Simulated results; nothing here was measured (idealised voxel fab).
process module | voxel transistor to metal
cross-section cut | 210 nm wide | cells 5 nm
A cross-section is a grid of square cells, given in bands from the top down. A band is one or more rows of cells.
Each band's line starts with the height of the band's top and of its bottom, in nm. Then come its materials from left to right, each with its width in nm. One material with "throughout" fills the band from edge to edge. "air" is empty space.
Height 0 is the level under which the wafer as received is all one material. The lowest band goes on downwards, as in "0 down".
A width such as "30 to 40" changes by the same amount from each row of cells to the next, from the band's top row to its bottom row.
"no change" after a step means that no cell of the cross-section changed.
closed voids: empty space of 8 cells or more with no open way to the top, each as width x height at its distance from the left edge, in nm
after a step's settings: what the simulator itself notes on the step
overlay nm, on a step with a mask: how far to the right of its planned place the mask lay; to the left if negative
plan
1 op RECEIVE | material Si
2 op CONFORMAL_DEP | material SiO2 | thk nm 5
3 op CONFORMAL_DEP | material SiN | thk nm 10
4 op MASKED_ETCH | tone cover | mask id ACTIVE | width nm 110 | etch materials SiN | depth nm 10 | overlay nm 0
5 op MASKED_ETCH | tone cover | mask id ACTIVE | width nm 110 | etch materials SiO2 | depth nm 5 | overlay nm 0
6 op MASKED_ETCH | tone cover | mask id ACTIVE | width nm 110 | etch materials Si | depth nm 25 | overlay nm 0
7 op FILL_DEP | material SiO2 | thk nm 10
8 op CMP | height nm 15
9 op SELECTIVE_ETCH | etch materials SiO2 | depth nm 5
10 op STRIP | etch materials SiN
11 op SELECTIVE_ETCH | etch materials SiO2 | depth nm 5
12 op OXIDIZE | depth nm 5
13 op DIRECTIONAL_DEP | material polySi | thk nm 25
14 op DIRECTIONAL_DEP | material SiCN | thk nm 15
15 op MASKED_ETCH | tone cover | mask id GATE | width nm 30 | etch materials SiCN | depth nm 25 | overlay nm 0
16 op MASKED_ETCH | tone cover | mask id GATE | width nm 30 | etch materials polySi | depth nm 35 | overlay nm 0
17 op CONFORMAL_DEP | material SiN | thk nm 5
18 op DIRECTIONAL_ETCH | etch materials SiN | depth nm 5
19 op DIRECTIONAL_ETCH | etch materials SiO2 | depth nm 5
20 op DIRECTIONAL_ETCH | etch materials Si | depth nm 15
21 op EPI | material pSi | thk nm 15
22 op FILL_DEP | material SiO2 | thk nm 5
23 op CMP | height nm 25
24 op STRIP | etch materials polySi
25 op SELECTIVE_ETCH | etch materials SiO2 | depth nm 5
26 op CONFORMAL_DEP | material HfO2 | thk nm 5
27 op CONFORMAL_DEP | material TiN | thk nm 5
28 op FILL_DEP | material W | thk nm 5
29 op CMP | height nm 20
30 op DIRECTIONAL_DEP | material SiO2 | thk nm 15
31 op DIRECTIONAL_DEP | material aC | thk nm 15
32 op PATTERN | tone open | mask id CONTACT | material resist | width nm 15 | pitch nm 75 | thk nm 35 | overlay nm 0
33 op DIRECTIONAL_ETCH | etch materials aC | depth nm 15
34 op STRIP | etch materials resist
35 op DIRECTIONAL_ETCH | etch materials SiO2 | depth nm 40
36 op STRIP | etch materials aC
37 op CONFORMAL_DEP | material TiN | thk nm 5
38 op FILL_DEP | material Ru | thk nm 10
39 op CMP | height nm 35
40 op CONFORMAL_DEP | material SiCN | thk nm 5
41 op DIRECTIONAL_DEP | material lowk | thk nm 25
42 op MASKED_ETCH | tone open | mask id METAL_1 | width nm 15 | pitch nm 75 | etch materials lowk | depth nm 25 | overlay nm 0
43 op MASKED_ETCH | tone open | mask id METAL_1 | width nm 15 | pitch nm 75 | etch materials SiCN | depth nm 5 | overlay nm 0
44 op CONFORMAL_DEP | material TiN | thk nm 5
45 op FILL_DEP | material Cu | thk nm 10
46 op CMP | height nm 65
47 op CONFORMAL_DEP | material SiN | thk nm 5
first wafer, as planned
as received, after step 1
  0 down: Si throughout
  closed voids: none
after step 2
  5 to 0: SiO2 throughout
  below 0: unchanged
after step 3
  15 to 5: SiN throughout
  below 5: unchanged
after step 4
  15 to 5: air 50 | SiN 110 | air 50
  below 5: unchanged
after step 5
  15 to 5: air 50 | SiN 110 | air 50
  5 to 0: air 50 | SiO2 110 | air 50
  below 0: unchanged
after step 6
  15 to 5: air 50 | SiN 110 | air 50
  5 to 0: air 50 | SiO2 110 | air 50
  0 to -25: air 50 | Si 110 | air 50
  below -25: unchanged
after step 7
  25 to 15: SiO2 throughout
  15 to 5: SiO2 50 | SiN 110 | SiO2 50
  5 to 0: SiO2 throughout
  0 to -25: SiO2 50 | Si 110 | SiO2 50
  below -25: unchanged
after step 8
  15 to 5: SiO2 50 | SiN 110 | SiO2 50
  below 5: unchanged
after step 9
  15 to 10: air 50 | SiN 110 | air 50
  below 10: unchanged
after step 10
  10 to 5: SiO2 50 | air 110 | SiO2 50
  below 5: unchanged
after step 11
  5 to 0: SiO2 45 | air 120 | SiO2 45
  below 0: unchanged
after step 12
  5 to 0: SiO2 45 | air 120 | SiO2 45
  0 to -5: SiO2 throughout
  below -5: unchanged
after step 13
  30 to 25: polySi 45 | air 120 | polySi 45
  25 to 5: polySi throughout
  5 to 0: SiO2 45 | polySi 120 | SiO2 45
  below 0: unchanged
after step 14
  45 to 40: SiCN 45 | air 120 | SiCN 45
  40 to 30: SiCN throughout
  30 to 25: polySi 45 | SiCN 120 | polySi 45
  below 25: unchanged
after step 15
  40 to 30: air 90 | SiCN 30 | air 90
  30 to 25: polySi 45 | air 45 | SiCN 30 | air 45 | polySi 45
  below 25: unchanged
after step 16
  40 to 25: air 90 | SiCN 30 | air 90
  25 to 5: air 90 | polySi 30 | air 90
  5 to 0: SiO2 45 | air 45 | polySi 30 | air 45 | SiO2 45
  below 0: unchanged
after step 17
  45 to 40: air 85 | SiN 40 | air 85
  40 to 25: air 85 | SiN 5 | SiCN 30 | SiN 5 | air 85
  25 to 10: air 85 | SiN 5 | polySi 30 | SiN 5 | air 85
  10 to 5: SiN 50 | air 35 | SiN 5 | polySi 30 | SiN 5 | air 35 | SiN 50
  5 to 0: SiO2 45 | SiN 45 | polySi 30 | SiN 45 | SiO2 45
  below 0: unchanged
after step 18
  40 to 25: air 85 | SiN 5 | SiCN 30 | SiN 5 | air 85
  25 to 5: air 85 | SiN 5 | polySi 30 | SiN 5 | air 85
  5 to 0: SiO2 45 | SiN 5 | air 35 | SiN 5 | polySi 30 | SiN 5 | air 35 | SiN 5 | SiO2 45
  below 0: unchanged
after step 19
  40 to 25: air 85 | SiN 5 | SiCN 30 | SiN 5 | air 85
  25 to 5: air 85 | SiN 5 | polySi 30 | SiN 5 | air 85
  5 to 0: air 45 | SiN 5 | air 35 | SiN 5 | polySi 30 | SiN 5 | air 35 | SiN 5 | air 45
  0 to -5: SiO2 50 | air 35 | SiO2 40 | air 35 | SiO2 50
  below -5: unchanged
after step 20
  40 to 25: air 85 | SiN 5 | SiCN 30 | SiN 5 | air 85
  25 to 5: air 85 | SiN 5 | polySi 30 | SiN 5 | air 85
  5 to 0: air 45 | SiN 5 | air 35 | SiN 5 | polySi 30 | SiN 5 | air 35 | SiN 5 | air 45
  0 to -5: SiO2 50 | air 35 | SiO2 40 | air 35 | SiO2 50
  -5 to -20: SiO2 50 | air 35 | Si 40 | air 35 | SiO2 50
  below -20: unchanged
after step 21
  40 to 25: air 85 | SiN 5 | SiCN 30 | SiN 5 | air 85
  25 to 10: air 85 | SiN 5 | polySi 30 | SiN 5 | air 85
  10 to 5: air 70 | pSi 15 | SiN 5 | polySi 30 | SiN 5 | pSi 15 | air 70
  5 to 0: air 45 | SiN 5 | air 20 | pSi 15 | SiN 5 | polySi 30 | SiN 5 | pSi 15 | air 20 | SiN 5 | air 45
  0 to -5: SiO2 50 | air 20 | pSi 15 | SiO2 40 | pSi 15 | air 20 | SiO2 50
  -5 to -20: SiO2 50 | pSi 35 | Si 40 | pSi 35 | SiO2 50
  below -20: unchanged
after step 22
  45 to 40: SiO2 throughout
  40 to 25: SiO2 85 | SiN 5 | SiCN 30 | SiN 5 | SiO2 85
  25 to 10: SiO2 85 | SiN 5 | polySi 30 | SiN 5 | SiO2 85
  10 to 5: SiO2 70 | pSi 15 | SiN 5 | polySi 30 | SiN 5 | pSi 15 | SiO2 70
  5 to 0: SiO2 45 | SiN 5 | SiO2 20 | pSi 15 | SiN 5 | polySi 30 | SiN 5 | pSi 15 | SiO2 20 | SiN 5 | SiO2 45
  0 to -5: SiO2 70 | pSi 15 | SiO2 40 | pSi 15 | SiO2 70
  below -5: unchanged
after step 23
  25 to 10: SiO2 85 | SiN 5 | polySi 30 | SiN 5 | SiO2 85
  below 10: unchanged
after step 24
  25 to 10: SiO2 85 | SiN 5 | air 30 | SiN 5 | SiO2 85
  10 to 5: SiO2 70 | pSi 15 | SiN 5 | air 30 | SiN 5 | pSi 15 | SiO2 70
  5 to 0: SiO2 45 | SiN 5 | SiO2 20 | pSi 15 | SiN 5 | air 30 | SiN 5 | pSi 15 | SiO2 20 | SiN 5 | SiO2 45
  below 0: unchanged
after step 25
  25 to 20: air 85 | SiN 5 | air 30 | SiN 5 | air 85
  20 to 10: SiO2 85 | SiN 5 | air 30 | SiN 5 | SiO2 85
  10 to 5: SiO2 70 | pSi 15 | SiN 5 | air 30 | SiN 5 | pSi 15 | SiO2 70
  5 to 0: SiO2 45 | SiN 5 | SiO2 20 | pSi 15 | SiN 5 | air 30 | SiN 5 | pSi 15 | SiO2 20 | SiN 5 | SiO2 45
  0 to -5: SiO2 70 | pSi 15 | air 40 | pSi 15 | SiO2 70
  below -5: unchanged
after step 26
  30 to 25: air 80 | HfO2 15 | air 20 | HfO2 15 | air 80
  25 to 20: HfO2 85 | SiN 5 | HfO2 5 | air 20 | HfO2 5 | SiN 5 | HfO2 85
  20 to 10: SiO2 85 | SiN 5 | HfO2 5 | air 20 | HfO2 5 | SiN 5 | SiO2 85
  10 to 5: SiO2 70 | pSi 15 | SiN 5 | HfO2 5 | air 20 | HfO2 5 | SiN 5 | pSi 15 | SiO2 70
  5 to 0: SiO2 45 | SiN 5 | SiO2 20 | pSi 15 | SiN 5 | HfO2 5 | air 20 | HfO2 5 | SiN 5 | pSi 15 | SiO2 20 | SiN 5 | SiO2 45
  0 to -5: SiO2 70 | pSi 15 | HfO2 40 | pSi 15 | SiO2 70
  below -5: unchanged
after step 27
  35 to 30: air 75 | TiN 25 | air 10 | TiN 25 | air 75
  30 to 25: TiN 80 | HfO2 15 | TiN 5 | air 10 | TiN 5 | HfO2 15 | TiN 80
  25 to 20: HfO2 85 | SiN 5 | HfO2 5 | TiN 5 | air 10 | TiN 5 | HfO2 5 | SiN 5 | HfO2 85
  20 to 10: SiO2 85 | SiN 5 | HfO2 5 | TiN 5 | air 10 | TiN 5 | HfO2 5 | SiN 5 | SiO2 85
  10 to 5: SiO2 70 | pSi 15 | SiN 5 | HfO2 5 | TiN 5 | air 10 | TiN 5 | HfO2 5 | SiN 5 | pSi 15 | SiO2 70
  5 to 0: SiO2 45 | SiN 5 | SiO2 20 | pSi 15 | SiN 5 | HfO2 5 | TiN 20 | HfO2 5 | SiN 5 | pSi 15 | SiO2 20 | SiN 5 | SiO2 45
  below 0: unchanged
after step 28
  40 to 35: W throughout
  35 to 30: W 75 | TiN 25 | W 10 | TiN 25 | W 75
  30 to 25: TiN 80 | HfO2 15 | TiN 5 | W 10 | TiN 5 | HfO2 15 | TiN 80
  25 to 20: HfO2 85 | SiN 5 | HfO2 5 | TiN 5 | W 10 | TiN 5 | HfO2 5 | SiN 5 | HfO2 85
  20 to 10: SiO2 85 | SiN 5 | HfO2 5 | TiN 5 | W 10 | TiN 5 | HfO2 5 | SiN 5 | SiO2 85
  10 to 5: SiO2 70 | pSi 15 | SiN 5 | HfO2 5 | TiN 5 | W 10 | TiN 5 | HfO2 5 | SiN 5 | pSi 15 | SiO2 70
  below 5: unchanged
after step 29
  20 to 10: SiO2 85 | SiN 5 | HfO2 5 | TiN 5 | W 10 | TiN 5 | HfO2 5 | SiN 5 | SiO2 85
  below 10: unchanged
after step 30
  35 to 20: SiO2 throughout
  below 20: unchanged
after step 31
  50 to 35: aC throughout
  below 35: unchanged
after step 32
  85 to 50: resist 60 | air 15 | resist 60 | air 15 | resist 60
  below 50: unchanged
after step 33
  70 to 50: resist 60 | air 15 | resist 60 | air 15 | resist 60
  50 to 35: aC 60 | air 15 | aC 60 | air 15 | aC 60
  below 35: unchanged
after step 34
  50 to 35: aC 60 | air 15 | aC 60 | air 15 | aC 60
  below 35: unchanged
after step 35
  50 to 35: aC 60 | air 15 | aC 60 | air 15 | aC 60
  35 to 20: SiO2 60 | air 15 | SiO2 60 | air 15 | SiO2 60
  20 to 10: SiO2 60 | air 15 | SiO2 10 | SiN 5 | HfO2 5 | TiN 5 | W 10 | TiN 5 | HfO2 5 | SiN 5 | SiO2 10 | air 15 | SiO2 60
  10 to 5: SiO2 60 | air 10 | pSi 15 | SiN 5 | HfO2 5 | TiN 5 | W 10 | TiN 5 | HfO2 5 | SiN 5 | pSi 15 | air 10 | SiO2 60
  5 to 0: SiO2 45 | SiN 5 | SiO2 10 | air 10 | pSi 15 | SiN 5 | HfO2 5 | TiN 20 | HfO2 5 | SiN 5 | pSi 15 | air 10 | SiO2 10 | SiN 5 | SiO2 45
  0 to -5: SiO2 60 | air 10 | pSi 15 | HfO2 40 | pSi 15 | air 10 | SiO2 60
  below -5: unchanged
after step 36
  35 to 20: SiO2 60 | air 15 | SiO2 60 | air 15 | SiO2 60
  below 20: unchanged
after step 37
  40 to 35: TiN 65 | air 5 | TiN 70 | air 5 | TiN 65
  35 to 20: SiO2 60 | TiN 5 | air 5 | TiN 5 | SiO2 60 | TiN 5 | air 5 | TiN 5 | SiO2 60
  20 to 15: SiO2 60 | TiN 5 | air 5 | TiN 5 | SiO2 10 | SiN 5 | HfO2 5 | TiN 5 | W 10 | TiN 5 | HfO2 5 | SiN 5 | SiO2 10 | TiN 5 | air 5 | TiN 5 | SiO2 60
  15 to 10: SiO2 60 | TiN 15 | SiO2 10 | SiN 5 | HfO2 5 | TiN 5 | W 10 | TiN 5 | HfO2 5 | SiN 5 | SiO2 10 | TiN 15 | SiO2 60
  10 to 5: SiO2 60 | TiN 10 | pSi 15 | SiN 5 | HfO2 5 | TiN 5 | W 10 | TiN 5 | HfO2 5 | SiN 5 | pSi 15 | TiN 10 | SiO2 60
  5 to 0: SiO2 45 | SiN 5 | SiO2 10 | TiN 10 | pSi 15 | SiN 5 | HfO2 5 | TiN 20 | HfO2 5 | SiN 5 | pSi 15 | TiN 10 | SiO2 10 | SiN 5 | SiO2 45
  0 to -5: SiO2 60 | TiN 10 | pSi 15 | HfO2 40 | pSi 15 | TiN 10 | SiO2 60
  below -5: unchanged
after step 38
  50 to 40: Ru throughout
  40 to 35: TiN 65 | Ru 5 | TiN 70 | Ru 5 | TiN 65
  35 to 20: SiO2 60 | TiN 5 | Ru 5 | TiN 5 | SiO2 60 | TiN 5 | Ru 5 | TiN 5 | SiO2 60
  20 to 15: SiO2 60 | TiN 5 | Ru 5 | TiN 5 | SiO2 10 | SiN 5 | HfO2 5 | TiN 5 | W 10 | TiN 5 | HfO2 5 | SiN 5 | SiO2 10 | TiN 5 | Ru 5 | TiN 5 | SiO2 60
  below 15: unchanged
after step 39
  35 to 20: SiO2 60 | TiN 5 | Ru 5 | TiN 5 | SiO2 60 | TiN 5 | Ru 5 | TiN 5 | SiO2 60
  below 20: unchanged
after step 40
  40 to 35: SiCN throughout
  below 35: unchanged
after step 41
  65 to 40: lowk throughout
  below 40: unchanged
after step 42
  65 to 40: lowk 60 | air 15 | lowk 60 | air 15 | lowk 60
  below 40: unchanged
after step 43
  65 to 40: lowk 60 | air 15 | lowk 60 | air 15 | lowk 60
  40 to 35: SiCN 60 | air 15 | SiCN 60 | air 15 | SiCN 60
  below 35: unchanged
after step 44
  70 to 65: TiN 65 | air 5 | TiN 70 | air 5 | TiN 65
  65 to 40: lowk 60 | TiN 5 | air 5 | TiN 5 | lowk 60 | TiN 5 | air 5 | TiN 5 | lowk 60
  40 to 35: SiCN 60 | TiN 15 | SiCN 60 | TiN 15 | SiCN 60
  below 35: unchanged
after step 45
  80 to 70: Cu throughout
  70 to 65: TiN 65 | Cu 5 | TiN 70 | Cu 5 | TiN 65
  65 to 40: lowk 60 | TiN 5 | Cu 5 | TiN 5 | lowk 60 | TiN 5 | Cu 5 | TiN 5 | lowk 60
  below 40: unchanged
after step 46
  65 to 40: lowk 60 | TiN 5 | Cu 5 | TiN 5 | lowk 60 | TiN 5 | Cu 5 | TiN 5 | lowk 60
  below 40: unchanged
after step 47
  70 to 65: SiN throughout
  below 65: unchanged
second wafer: like start, like plan, one mistake. Through step 5 it matches the first wafer
when step 6 should have ended
  15 to 5: air 50 | SiN 110 | air 50
  5 to 0: air 50 | SiO2 110 | air 50
  0 to -50: air 50 | Si 110 | air 50
  below -50: unchanged
when step 7 should have ended
  25 to 15: SiO2 throughout
  15 to 5: SiO2 50 | SiN 110 | SiO2 50
  5 to 0: SiO2 throughout
  0 to -50: SiO2 50 | Si 110 | SiO2 50
  below -50: unchanged
when step 8 should have ended
  15 to 5: SiO2 50 | SiN 110 | SiO2 50
  below 5: unchanged
when step 9 should have ended
  15 to 10: air 50 | SiN 110 | air 50
  below 10: unchanged
when step 10 should have ended
  10 to 5: SiO2 50 | air 110 | SiO2 50
  below 5: unchanged
when step 11 should have ended
  5 to 0: SiO2 45 | air 120 | SiO2 45
  below 0: unchanged
when step 12 should have ended
  5 to 0: SiO2 45 | air 120 | SiO2 45
  0 to -5: SiO2 throughout
  below -5: unchanged
when step 13 should have ended
  30 to 25: polySi 45 | air 120 | polySi 45
  25 to 5: polySi throughout
  5 to 0: SiO2 45 | polySi 120 | SiO2 45
  below 0: unchanged
when step 14 should have ended
  45 to 40: SiCN 45 | air 120 | SiCN 45
  40 to 30: SiCN throughout
  30 to 25: polySi 45 | SiCN 120 | polySi 45
  below 25: unchanged
when step 15 should have ended
  40 to 30: air 90 | SiCN 30 | air 90
  30 to 25: polySi 45 | air 45 | SiCN 30 | air 45 | polySi 45
  below 25: unchanged
when step 16 should have ended
  40 to 25: air 90 | SiCN 30 | air 90
  25 to 5: air 90 | polySi 30 | air 90
  5 to 0: SiO2 45 | air 45 | polySi 30 | air 45 | SiO2 45
  below 0: unchanged
when step 17 should have ended
  45 to 40: air 85 | SiN 40 | air 85
  40 to 25: air 85 | SiN 5 | SiCN 30 | SiN 5 | air 85
  25 to 10: air 85 | SiN 5 | polySi 30 | SiN 5 | air 85
  10 to 5: SiN 50 | air 35 | SiN 5 | polySi 30 | SiN 5 | air 35 | SiN 50
  5 to 0: SiO2 45 | SiN 45 | polySi 30 | SiN 45 | SiO2 45
  below 0: unchanged
when step 18 should have ended
  40 to 25: air 85 | SiN 5 | SiCN 30 | SiN 5 | air 85
  25 to 5: air 85 | SiN 5 | polySi 30 | SiN 5 | air 85
  5 to 0: SiO2 45 | SiN 5 | air 35 | SiN 5 | polySi 30 | SiN 5 | air 35 | SiN 5 | SiO2 45
  below 0: unchanged
when step 19 should have ended
  40 to 25: air 85 | SiN 5 | SiCN 30 | SiN 5 | air 85
  25 to 5: air 85 | SiN 5 | polySi 30 | SiN 5 | air 85
  5 to 0: air 45 | SiN 5 | air 35 | SiN 5 | polySi 30 | SiN 5 | air 35 | SiN 5 | air 45
  0 to -5: SiO2 50 | air 35 | SiO2 40 | air 35 | SiO2 50
  below -5: unchanged
when step 20 should have ended
  40 to 25: air 85 | SiN 5 | SiCN 30 | SiN 5 | air 85
  25 to 5: air 85 | SiN 5 | polySi 30 | SiN 5 | air 85
  5 to 0: air 45 | SiN 5 | air 35 | SiN 5 | polySi 30 | SiN 5 | air 35 | SiN 5 | air 45
  0 to -5: SiO2 50 | air 35 | SiO2 40 | air 35 | SiO2 50
  -5 to -20: SiO2 50 | air 35 | Si 40 | air 35 | SiO2 50
  below -20: unchanged
when step 21 should have ended
  40 to 25: air 85 | SiN 5 | SiCN 30 | SiN 5 | air 85
  25 to 10: air 85 | SiN 5 | polySi 30 | SiN 5 | air 85
  10 to 5: air 70 | pSi 15 | SiN 5 | polySi 30 | SiN 5 | pSi 15 | air 70
  5 to 0: air 45 | SiN 5 | air 20 | pSi 15 | SiN 5 | polySi 30 | SiN 5 | pSi 15 | air 20 | SiN 5 | air 45
  0 to -5: SiO2 50 | air 20 | pSi 15 | SiO2 40 | pSi 15 | air 20 | SiO2 50
  -5 to -20: SiO2 50 | pSi 35 | Si 40 | pSi 35 | SiO2 50
  below -20: unchanged
when step 22 should have ended
  45 to 40: SiO2 throughout
  40 to 25: SiO2 85 | SiN 5 | SiCN 30 | SiN 5 | SiO2 85
  25 to 10: SiO2 85 | SiN 5 | polySi 30 | SiN 5 | SiO2 85
  10 to 5: SiO2 70 | pSi 15 | SiN 5 | polySi 30 | SiN 5 | pSi 15 | SiO2 70
  5 to 0: SiO2 45 | SiN 5 | SiO2 20 | pSi 15 | SiN 5 | polySi 30 | SiN 5 | pSi 15 | SiO2 20 | SiN 5 | SiO2 45
  0 to -5: SiO2 70 | pSi 15 | SiO2 40 | pSi 15 | SiO2 70
  below -5: unchanged
when step 23 should have ended
  25 to 10: SiO2 85 | SiN 5 | polySi 30 | SiN 5 | SiO2 85
  below 10: unchanged
when step 24 should have ended
  25 to 10: SiO2 85 | SiN 5 | air 30 | SiN 5 | SiO2 85
  10 to 5: SiO2 70 | pSi 15 | SiN 5 | air 30 | SiN 5 | pSi 15 | SiO2 70
  5 to 0: SiO2 45 | SiN 5 | SiO2 20 | pSi 15 | SiN 5 | air 30 | SiN 5 | pSi 15 | SiO2 20 | SiN 5 | SiO2 45
  below 0: unchanged
when step 25 should have ended
  25 to 20: air 85 | SiN 5 | air 30 | SiN 5 | air 85
  20 to 10: SiO2 85 | SiN 5 | air 30 | SiN 5 | SiO2 85
  10 to 5: SiO2 70 | pSi 15 | SiN 5 | air 30 | SiN 5 | pSi 15 | SiO2 70
  5 to 0: SiO2 45 | SiN 5 | SiO2 20 | pSi 15 | SiN 5 | air 30 | SiN 5 | pSi 15 | SiO2 20 | SiN 5 | SiO2 45
  0 to -5: SiO2 70 | pSi 15 | air 40 | pSi 15 | SiO2 70
  below -5: unchanged
when step 26 should have ended
  30 to 25: air 80 | HfO2 15 | air 20 | HfO2 15 | air 80
  25 to 20: HfO2 85 | SiN 5 | HfO2 5 | air 20 | HfO2 5 | SiN 5 | HfO2 85
  20 to 10: SiO2 85 | SiN 5 | HfO2 5 | air 20 | HfO2 5 | SiN 5 | SiO2 85
  10 to 5: SiO2 70 | pSi 15 | SiN 5 | HfO2 5 | air 20 | HfO2 5 | SiN 5 | pSi 15 | SiO2 70
  5 to 0: SiO2 45 | SiN 5 | SiO2 20 | pSi 15 | SiN 5 | HfO2 5 | air 20 | HfO2 5 | SiN 5 | pSi 15 | SiO2 20 | SiN 5 | SiO2 45
  0 to -5: SiO2 70 | pSi 15 | HfO2 40 | pSi 15 | SiO2 70
  below -5: unchanged
when step 27 should have ended
  35 to 30: air 75 | TiN 25 | air 10 | TiN 25 | air 75
  30 to 25: TiN 80 | HfO2 15 | TiN 5 | air 10 | TiN 5 | HfO2 15 | TiN 80
  25 to 20: HfO2 85 | SiN 5 | HfO2 5 | TiN 5 | air 10 | TiN 5 | HfO2 5 | SiN 5 | HfO2 85
  20 to 10: SiO2 85 | SiN 5 | HfO2 5 | TiN 5 | air 10 | TiN 5 | HfO2 5 | SiN 5 | SiO2 85
  10 to 5: SiO2 70 | pSi 15 | SiN 5 | HfO2 5 | TiN 5 | air 10 | TiN 5 | HfO2 5 | SiN 5 | pSi 15 | SiO2 70
  5 to 0: SiO2 45 | SiN 5 | SiO2 20 | pSi 15 | SiN 5 | HfO2 5 | TiN 20 | HfO2 5 | SiN 5 | pSi 15 | SiO2 20 | SiN 5 | SiO2 45
  below 0: unchanged
when step 28 should have ended
  40 to 35: W throughout
  35 to 30: W 75 | TiN 25 | W 10 | TiN 25 | W 75
  30 to 25: TiN 80 | HfO2 15 | TiN 5 | W 10 | TiN 5 | HfO2 15 | TiN 80
  25 to 20: HfO2 85 | SiN 5 | HfO2 5 | TiN 5 | W 10 | TiN 5 | HfO2 5 | SiN 5 | HfO2 85
  20 to 10: SiO2 85 | SiN 5 | HfO2 5 | TiN 5 | W 10 | TiN 5 | HfO2 5 | SiN 5 | SiO2 85
  10 to 5: SiO2 70 | pSi 15 | SiN 5 | HfO2 5 | TiN 5 | W 10 | TiN 5 | HfO2 5 | SiN 5 | pSi 15 | SiO2 70
  below 5: unchanged
when step 29 should have ended
  20 to 10: SiO2 85 | SiN 5 | HfO2 5 | TiN 5 | W 10 | TiN 5 | HfO2 5 | SiN 5 | SiO2 85
  below 10: unchanged
when step 30 should have ended
  35 to 20: SiO2 throughout
  below 20: unchanged
when step 31 should have ended
  50 to 35: aC throughout
  below 35: unchanged
when step 32 should have ended
  85 to 50: resist 60 | air 15 | resist 60 | air 15 | resist 60
  below 50: unchanged
when step 33 should have ended
  70 to 50: resist 60 | air 15 | resist 60 | air 15 | resist 60
  50 to 35: aC 60 | air 15 | aC 60 | air 15 | aC 60
  below 35: unchanged
when step 34 should have ended
  50 to 35: aC 60 | air 15 | aC 60 | air 15 | aC 60
  below 35: unchanged
when step 35 should have ended
  50 to 35: aC 60 | air 15 | aC 60 | air 15 | aC 60
  35 to 20: SiO2 60 | air 15 | SiO2 60 | air 15 | SiO2 60
  20 to 10: SiO2 60 | air 15 | SiO2 10 | SiN 5 | HfO2 5 | TiN 5 | W 10 | TiN 5 | HfO2 5 | SiN 5 | SiO2 10 | air 15 | SiO2 60
  10 to 5: SiO2 60 | air 10 | pSi 15 | SiN 5 | HfO2 5 | TiN 5 | W 10 | TiN 5 | HfO2 5 | SiN 5 | pSi 15 | air 10 | SiO2 60
  5 to 0: SiO2 45 | SiN 5 | SiO2 10 | air 10 | pSi 15 | SiN 5 | HfO2 5 | TiN 20 | HfO2 5 | SiN 5 | pSi 15 | air 10 | SiO2 10 | SiN 5 | SiO2 45
  0 to -5: SiO2 60 | air 10 | pSi 15 | HfO2 40 | pSi 15 | air 10 | SiO2 60
  below -5: unchanged
when step 36 should have ended
  35 to 20: SiO2 60 | air 15 | SiO2 60 | air 15 | SiO2 60
  below 20: unchanged
when step 37 should have ended
  40 to 35: TiN 65 | air 5 | TiN 70 | air 5 | TiN 65
  35 to 20: SiO2 60 | TiN 5 | air 5 | TiN 5 | SiO2 60 | TiN 5 | air 5 | TiN 5 | SiO2 60
  20 to 15: SiO2 60 | TiN 5 | air 5 | TiN 5 | SiO2 10 | SiN 5 | HfO2 5 | TiN 5 | W 10 | TiN 5 | HfO2 5 | SiN 5 | SiO2 10 | TiN 5 | air 5 | TiN 5 | SiO2 60
  15 to 10: SiO2 60 | TiN 15 | SiO2 10 | SiN 5 | HfO2 5 | TiN 5 | W 10 | TiN 5 | HfO2 5 | SiN 5 | SiO2 10 | TiN 15 | SiO2 60
  10 to 5: SiO2 60 | TiN 10 | pSi 15 | SiN 5 | HfO2 5 | TiN 5 | W 10 | TiN 5 | HfO2 5 | SiN 5 | pSi 15 | TiN 10 | SiO2 60
  5 to 0: SiO2 45 | SiN 5 | SiO2 10 | TiN 10 | pSi 15 | SiN 5 | HfO2 5 | TiN 20 | HfO2 5 | SiN 5 | pSi 15 | TiN 10 | SiO2 10 | SiN 5 | SiO2 45
  0 to -5: SiO2 60 | TiN 10 | pSi 15 | HfO2 40 | pSi 15 | TiN 10 | SiO2 60
  below -5: unchanged
when step 38 should have ended
  50 to 40: Ru throughout
  40 to 35: TiN 65 | Ru 5 | TiN 70 | Ru 5 | TiN 65
  35 to 20: SiO2 60 | TiN 5 | Ru 5 | TiN 5 | SiO2 60 | TiN 5 | Ru 5 | TiN 5 | SiO2 60
  20 to 15: SiO2 60 | TiN 5 | Ru 5 | TiN 5 | SiO2 10 | SiN 5 | HfO2 5 | TiN 5 | W 10 | TiN 5 | HfO2 5 | SiN 5 | SiO2 10 | TiN 5 | Ru 5 | TiN 5 | SiO2 60
  below 15: unchanged
when step 39 should have ended
  35 to 20: SiO2 60 | TiN 5 | Ru 5 | TiN 5 | SiO2 60 | TiN 5 | Ru 5 | TiN 5 | SiO2 60
  below 20: unchanged
when step 40 should have ended
  40 to 35: SiCN throughout
  below 35: unchanged
when step 41 should have ended
  65 to 40: lowk throughout
  below 40: unchanged
when step 42 should have ended
  65 to 40: lowk 60 | air 15 | lowk 60 | air 15 | lowk 60
  below 40: unchanged
when step 43 should have ended
  65 to 40: lowk 60 | air 15 | lowk 60 | air 15 | lowk 60
  40 to 35: SiCN 60 | air 15 | SiCN 60 | air 15 | SiCN 60
  below 35: unchanged
when step 44 should have ended
  70 to 65: TiN 65 | air 5 | TiN 70 | air 5 | TiN 65
  65 to 40: lowk 60 | TiN 5 | air 5 | TiN 5 | lowk 60 | TiN 5 | air 5 | TiN 5 | lowk 60
  40 to 35: SiCN 60 | TiN 15 | SiCN 60 | TiN 15 | SiCN 60
  below 35: unchanged
when step 45 should have ended
  80 to 70: Cu throughout
  70 to 65: TiN 65 | Cu 5 | TiN 70 | Cu 5 | TiN 65
  65 to 40: lowk 60 | TiN 5 | Cu 5 | TiN 5 | lowk 60 | TiN 5 | Cu 5 | TiN 5 | lowk 60
  below 40: unchanged
when step 46 should have ended
  65 to 40: lowk 60 | TiN 5 | Cu 5 | TiN 5 | lowk 60 | TiN 5 | Cu 5 | TiN 5 | lowk 60
  below 40: unchanged
when step 47 should have ended
  70 to 65: SiN throughout
  below 65: unchanged
what went wrong: step 6 was run twice
at the end the second wafer has, in cells: 100 fewer of Si | 100 more of SiO2
